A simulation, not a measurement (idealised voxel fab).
Module name: voxel ribs on slabs (process module)
Pictured: cross-section cut, 145 nm wide, on a grid of 5 nm square cells.
Each cross-section below is a grid of square cells, stated as bands in top-down order, with one or more rows of cells making up each band.
Look at the band entry: it leads with the top's height and the bottom's height in nm. Then it lists the materials left to right, with a width in nm for each. The word "edge to edge" on a single material says that material fills the band edge to edge. The word "blank" is empty space.
Heights are reckoned from 0. Under this level, the received wafer is all of one material. The bottommost band is open-ended downward, for example "0 and below".
Quick explanation for "30->40": the width changes in equal steps down the rows of cells, from the first number in the band's top row to the second number in its bottom row.
When a step is marked "no change", none of the cells in the cross-section changed during that step.
Entry "Trapped voids" = empty spaces >= 8 cells with no open way to the top; each as width x height at distance, distance from left edge, all nm.
Where a step's line continues beyond its settings, the continuation is a remark by the simulator itself on that step.
overlay nm: on a step with a mask, how far right of its planned place the mask lay; negative means left.
### So here's the lineup of process steps we planned
1,op RECEIVE | material Si
2,op DIRECTIONAL_DEP | material SiO2 | thk nm 25
3,op DIRECTIONAL_DEP | material polySi | thk nm 20
4,op DIRECTIONAL_DEP | material aC | thk nm 10
5,op PATTERN | tone cover | mask id RIB | material resist | width nm 20 | thk nm 25 | overlay nm 0
6,op DIRECTIONAL_ETCH | etch materials aC | depth nm 10
7,op STRIP | etch materials resist
8,op DIRECTIONAL_ETCH | etch materials polySi | depth nm 15
9,op STRIP | etch materials aC
10,op DIRECTIONAL_DEP | material aC | thk nm 15
11,op PATTERN | tone cover | mask id SLAB | material resist | width nm 60 | thk nm 30 | overlay nm -15
12,op DIRECTIONAL_ETCH | etch materials aC | depth nm 15
13,op STRIP | etch materials resist
14,op DIRECTIONAL_ETCH | etch materials polySi | depth nm 5
15,op STRIP | etch materials aC
16,op FILL_DEP | material SiO2 | thk nm 20
17,op CMP | height nm 55
18,op DIRECTIONAL_DEP | material TiN | thk nm 10
19,op PATTERN | tone cover | mask id HEATER | material resist | width nm 30 | thk nm 20 | overlay nm 0
20,op DIRECTIONAL_ETCH | etch materials TiN | depth nm 10
21,op STRIP | etch materials resist
22,op CONFORMAL_DEP | material SiO2 | thk nm 10
The value of overlay nm given for step 11 in the plan refers to the first wafer; the wafers vary in this setting and are alike at the start.
### The first of several wafers as received, shown in cross-section; this is its state after step 1
0 and below | Si edge to edge
Trapped voids: none
### Per wafer (row), end of module: delta in cells per material since receipt, (+) for gained, (-) for lost; closed voids after that
overlay nm -15 | +361 SiO2 | +12 TiN | +24 polySi | Trapped voids: none
overlay nm -10 | +361 SiO2 | +12 TiN | +24 polySi | Trapped voids: none
overlay nm -5 | +361 SiO2 | +12 TiN | +24 polySi | Trapped voids: none
overlay nm 0 | +361 SiO2 | +12 TiN | +24 polySi | Trapped voids: none
overlay nm 5 | +361 SiO2 | +12 TiN | +24 polySi | Trapped voids: none
overlay nm 10 | +361 SiO2 | +12 TiN | +24 polySi | Trapped voids: none
overlay nm 15 | +361 SiO2 | +12 TiN | +24 polySi | Trapped voids: none
